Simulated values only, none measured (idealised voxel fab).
process module | voxel ribs on slabs
cross-section cut | 195 nm wide | cells 5 nm
A cross-section is a grid of square cells, given in bands from the top down. A band is one or more rows of cells.
Each band's line starts with the height of the band's top and of its bottom, in nm. Then come its materials from left to right, each with its width in nm. One material with "throughout" fills the band from edge to edge. "air" is empty space.
Height 0 is the level under which the wafer as received is all one material. The lowest band goes on downwards, as in "0 down".
A width such as "30 to 40" changes by the same amount from each row of cells to the next, from the band's top row to its bottom row.
"no change" after a step means that no cell of the cross-section changed.
closed voids: empty space of 8 cells or more with no open way to the top, each as width x height at its distance from the left edge, in nm
after a step's settings: what the simulator itself notes on the step
overlay nm, on a step with a mask: how far to the right of its planned place the mask lay; to the left if negative
plan
1 op RECEIVE | material Si
2 op DIRECTIONAL_DEP | material SiO2 | thk nm 25
3 op DIRECTIONAL_DEP | material SiN | thk nm 15
4 op MASKED_ETCH | tone cover | mask id RIB | width nm 25 | etch materials SiN | depth nm 10 | overlay nm 0
5 op DIRECTIONAL_DEP | material aC | thk nm 15
6 op PATTERN | tone cover | mask id SLAB | material resist | width nm 85 | thk nm 35 | overlay nm 0
7 op DIRECTIONAL_ETCH | etch materials aC | depth nm 15
8 op STRIP | etch materials resist
9 op DIRECTIONAL_ETCH | etch materials SiN | depth nm 5
10 op STRIP | etch materials aC
11 op FILL_DEP | material SiO2 | thk nm 20
12 op CMP | height nm 55
13 op DIRECTIONAL_DEP | material TiN | thk nm 10
14 op MASKED_ETCH | tone cover | mask id HEATER | width nm 35 | etch materials TiN | depth nm 10 | overlay nm 0
15 op CONFORMAL_DEP | material SiN | thk nm 5
first wafer, as planned
as received, after step 1
  0 down: Si throughout
  closed voids: none
after step 2
  25 to 0: SiO2 throughout
  below 0: unchanged
after step 3
  40 to 25: SiN throughout
  below 25: unchanged
after step 4
  40 to 30: air 85 | SiN 25 | air 85
  below 30: unchanged
after step 5
  55 to 45: air 85 | aC 25 | air 85
  45 to 40: aC throughout
  40 to 30: aC 85 | SiN 25 | aC 85
  below 30: unchanged
after step 6
  90 to 55: air 55 | resist 85 | air 55
  55 to 45: air 55 | resist 30 | aC 25 | resist 30 | air 55
  below 45: unchanged
after step 7
  75 to 55: air 55 | resist 85 | air 55
  55 to 45: air 55 | resist 30 | aC 25 | resist 30 | air 55
  45 to 40: air 55 | aC 85 | air 55
  40 to 30: air 55 | aC 30 | SiN 25 | aC 30 | air 55
  below 30: unchanged
after step 8
  55 to 45: air 85 | aC 25 | air 85
  below 45: unchanged
after step 9
  55 to 45: air 85 | aC 25 | air 85
  45 to 40: air 55 | aC 85 | air 55
  40 to 30: air 55 | aC 30 | SiN 25 | aC 30 | air 55
  30 to 25: air 55 | SiN 85 | air 55
  below 25: unchanged
after step 10
  40 to 30: air 85 | SiN 25 | air 85
  below 30: unchanged
after step 11
  60 to 40: SiO2 throughout
  40 to 30: SiO2 85 | SiN 25 | SiO2 85
  30 to 25: SiO2 55 | SiN 85 | SiO2 55
  below 25: unchanged
after step 12
  55 to 40: SiO2 throughout
  below 40: unchanged
after step 13
  65 to 55: TiN throughout
  below 55: unchanged
after step 14
  65 to 55: air 80 | TiN 35 | air 80
  below 55: unchanged
after step 15
  70 to 65: air 75 | SiN 45 | air 75
  65 to 60: air 75 | SiN 5 | TiN 35 | SiN 5 | air 75
  60 to 55: SiN 80 | TiN 35 | SiN 80
  below 55: unchanged
second wafer: like start, like plan, one mistake. Through step 5 it matches the first wafer
when step 6 should have ended
  90 to 55: air 55 | resist 90 | air 50
  55 to 45: air 55 | resist 30 | aC 25 | resist 35 | air 50
  below 45: unchanged
when step 7 should have ended
  75 to 55: air 55 | resist 90 | air 50
  55 to 45: air 55 | resist 30 | aC 25 | resist 35 | air 50
  45 to 40: air 55 | aC 90 | air 50
  40 to 30: air 55 | aC 30 | SiN 25 | aC 35 | air 50
  below 30: unchanged
when step 8 should have ended
  55 to 45: air 85 | aC 25 | air 85
  below 45: unchanged
when step 9 should have ended
  55 to 45: air 85 | aC 25 | air 85
  45 to 40: air 55 | aC 90 | air 50
  40 to 30: air 55 | aC 30 | SiN 25 | aC 35 | air 50
  30 to 25: air 55 | SiN 90 | air 50
  below 25: unchanged
when step 10 should have ended
  40 to 30: air 85 | SiN 25 | air 85
  below 30: unchanged
when step 11 should have ended
  60 to 40: SiO2 throughout
  40 to 30: SiO2 85 | SiN 25 | SiO2 85
  30 to 25: SiO2 55 | SiN 90 | SiO2 50
  below 25: unchanged
when step 12 should have ended
  55 to 40: SiO2 throughout
  below 40: unchanged
when step 13 should have ended
  65 to 55: TiN throughout
  below 55: unchanged
when step 14 should have ended
  65 to 55: air 80 | TiN 35 | air 80
  below 55: unchanged
when step 15 should have ended
  70 to 65: air 75 | SiN 45 | air 75
  65 to 60: air 75 | SiN 5 | TiN 35 | SiN 5 | air 75
  60 to 55: SiN 80 | TiN 35 | SiN 80
  below 55: unchanged
what went wrong: step 6 ran as: op PATTERN | tone cover | mask id SLAB | material resist | width nm 90 | thk nm 35 | overlay nm 0
at the end the second wafer has, in cells: 1 more of SiN | 1 fewer of SiO2
